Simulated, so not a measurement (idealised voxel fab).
process module | voxel transistor to metal
cross-section cut | 175 nm wide | cells 5 nm
A cross-section is a grid of square cells, given in bands from the top down. A band is one or more rows of cells.
Each band's line starts with the height of the band's top and of its bottom, in nm. Then come its materials from left to right, each with its width in nm. One material with "throughout" fills the band from edge to edge. "air" is empty space.
Height 0 is the level under which the wafer as received is all one material. The lowest band goes on downwards, as in "0 down".
A width such as "30 to 40" changes by the same amount from each row of cells to the next, from the band's top row to its bottom row.
"no change" after a step means that no cell of the cross-section changed.
closed voids: empty space of 8 cells or more with no open way to the top, each as width x height at its distance from the left edge, in nm
after a step's settings: what the simulator itself notes on the step
overlay nm, on a step with a mask: how far to the right of its planned place the mask lay; to the left if negative
plan
1 op RECEIVE | material Si
2 op OXIDIZE | depth nm 5
3 op CONFORMAL_DEP | material SiN | thk nm 10
4 op MASKED_ETCH | tone cover | mask id ACTIVE | width nm 110 | etch materials SiN | depth nm 10 | overlay nm 0
5 op MASKED_ETCH | tone cover | mask id ACTIVE | width nm 110 | etch materials SiO2 | depth nm 5 | overlay nm 0
6 op MASKED_ETCH | tone cover | mask id ACTIVE | width nm 110 | etch materials Si | depth nm 25 | overlay nm 0
7 op OXIDIZE | depth nm 5
8 op FILL_DEP | material SiO2 | thk nm 5
9 op CMP | height nm 10
10 op SELECTIVE_ETCH | etch materials SiO2 | depth nm 5
11 op STRIP | etch materials SiN
12 op SELECTIVE_ETCH | etch materials SiO2 | depth nm 5
13 op OXIDIZE | depth nm 5
14 op DIRECTIONAL_DEP | material polySi | thk nm 25
15 op DIRECTIONAL_DEP | material SiCN | thk nm 15
16 op MASKED_ETCH | tone cover | mask id GATE | width nm 30 | etch materials SiCN | depth nm 25 | overlay nm 0
17 op MASKED_ETCH | tone cover | mask id GATE | width nm 30 | etch materials polySi | depth nm 35 | overlay nm 0
18 op CONFORMAL_DEP | material SiO2 | thk nm 5
19 op DIRECTIONAL_ETCH | etch materials SiO2 | depth nm 5
20 op CONFORMAL_DEP | material SiN | thk nm 5
21 op DIRECTIONAL_ETCH | etch materials SiN | depth nm 5
22 op DIRECTIONAL_ETCH | etch materials SiO2 | depth nm 5
23 op DIRECTIONAL_ETCH | etch materials Si | depth nm 10
24 op EPI | material nSi | thk nm 10
25 op FILL_DEP | material SiO2 | thk nm 10
26 op CMP | height nm 20
27 op STRIP | etch materials polySi
28 op SELECTIVE_ETCH | etch materials SiO2 | depth nm 5
29 op CONFORMAL_DEP | material HfO2 | thk nm 5
30 op CONFORMAL_DEP | material TiN | thk nm 5
31 op FILL_DEP | material W | thk nm 10
32 op CMP | height nm 15
33 op DIRECTIONAL_DEP | material SiO2 | thk nm 10
34 op DIRECTIONAL_DEP | material aC | thk nm 15
35 op PATTERN | tone open | mask id CONTACT | material resist | width nm 15 | pitch nm 75 | thk nm 35 | overlay nm 0
36 op DIRECTIONAL_ETCH | etch materials aC | depth nm 15
37 op STRIP | etch materials resist
38 op DIRECTIONAL_ETCH | etch materials SiO2 | depth nm 35
39 op STRIP | etch materials aC
40 op CONFORMAL_DEP | material TiN | thk nm 5
41 op FILL_DEP | material Ru | thk nm 5
42 op CMP | height nm 25
43 op DIRECTIONAL_DEP | material TiN | thk nm 5
44 op DIRECTIONAL_DEP | material W | thk nm 25
45 op DIRECTIONAL_DEP | material aC | thk nm 10
46 op PATTERN | tone cover | mask id METAL_1 | material resist | width nm 15 | pitch nm 75 | thk nm 25 | overlay nm 0
47 op DIRECTIONAL_ETCH | etch materials aC | depth nm 10
48 op STRIP | etch materials resist
49 op DIRECTIONAL_ETCH | etch materials W | depth nm 25
50 op DIRECTIONAL_ETCH | etch materials TiN | depth nm 5
51 op STRIP | etch materials aC
52 op CONFORMAL_DEP | material SiCN | thk nm 5
53 op FILL_DEP | material lowk | thk nm 5
54 op CMP | height nm 55
55 op CONFORMAL_DEP | material SiCN | thk nm 5
as received, after step 1
  0 down: Si throughout
  closed voids: none
first wafer at the end, as planned
  60 to 55: SiCN throughout
  55 to 30: lowk 35 | SiCN 5 | W 15 | SiCN 5 | lowk 50 | SiCN 5 | W 15 | SiCN 5 | lowk 40
  30 to 25: SiCN 40 | TiN 15 | SiCN 60 | TiN 15 | SiCN 45
  25 to 15: SiO2 40 | TiN 5 | Ru 5 | TiN 5 | SiO2 60 | TiN 5 | Ru 5 | TiN 5 | SiO2 45
  15 to 5: SiO2 40 | TiN 5 | Ru 5 | TiN 5 | SiO2 5 | SiN 5 | HfO2 5 | TiN 5 | W 20 | TiN 5 | HfO2 5 | SiN 5 | SiO2 5 | TiN 5 | Ru 5 | TiN 5 | SiO2 45
  5 to 0: SiO2 40 | TiN 15 | SiO2 5 | SiN 5 | HfO2 5 | TiN 5 | W 20 | TiN 5 | HfO2 5 | SiN 5 | SiO2 5 | TiN 15 | SiO2 45
  0 to -5: SiO2 30 | SiN 5 | SiO2 5 | TiN 10 | nSi 10 | SiN 5 | HfO2 5 | TiN 30 | HfO2 5 | SiN 5 | nSi 10 | TiN 10 | SiO2 5 | SiN 5 | SiO2 35
  -5 to -10: SiO2 40 | TiN 10 | nSi 10 | SiO2 5 | HfO2 40 | SiO2 5 | nSi 10 | TiN 10 | SiO2 45
  -10 to -20: SiO2 35 | nSi 25 | Si 50 | nSi 25 | SiO2 40
  -20 to -35: SiO2 35 | Si 100 | SiO2 40
  -35 down: Si throughout
  closed voids: none
second wafer at the end: like start, like plan, one mistake
  60 to 55: SiCN throughout
  55 to 30: lowk 25 | SiCN 5 | W 15 | SiCN 5 | lowk 50 | SiCN 5 | W 15 | SiCN 5 | lowk 50
  30 to 25: SiCN 30 | TiN 15 | SiCN 60 | TiN 15 | SiCN 55
  25 to 15: SiO2 40 | TiN 5 | Ru 5 | TiN 5 | SiO2 60 | TiN 5 | Ru 5 | TiN 5 | SiO2 45
  15 to 5: SiO2 40 | TiN 5 | Ru 5 | TiN 5 | SiO2 5 | SiN 5 | HfO2 5 | TiN 5 | W 20 | TiN 5 | HfO2 5 | SiN 5 | SiO2 5 | TiN 5 | Ru 5 | TiN 5 | SiO2 45
  5 to 0: SiO2 40 | TiN 15 | SiO2 5 | SiN 5 | HfO2 5 | TiN 5 | W 20 | TiN 5 | HfO2 5 | SiN 5 | SiO2 5 | TiN 15 | SiO2 45
  0 to -5: SiO2 30 | SiN 5 | SiO2 5 | TiN 10 | nSi 10 | SiN 5 | HfO2 5 | TiN 30 | HfO2 5 | SiN 5 | nSi 10 | TiN 10 | SiO2 5 | SiN 5 | SiO2 35
  -5 to -10: SiO2 40 | TiN 10 | nSi 10 | SiO2 5 | HfO2 40 | SiO2 5 | nSi 10 | TiN 10 | SiO2 45
  -10 to -20: SiO2 35 | nSi 25 | Si 50 | nSi 25 | SiO2 40
  -20 to -35: SiO2 35 | Si 100 | SiO2 40
  -35 down: Si throughout
  closed voids: none
what went wrong: step 46 ran as: op PATTERN | tone cover | mask id METAL_1 | material resist | width nm 15 | pitch nm 75 | thk nm 25 | overlay nm -10
at the end the second wafer has, in cells: as many of each material as the first, in other places
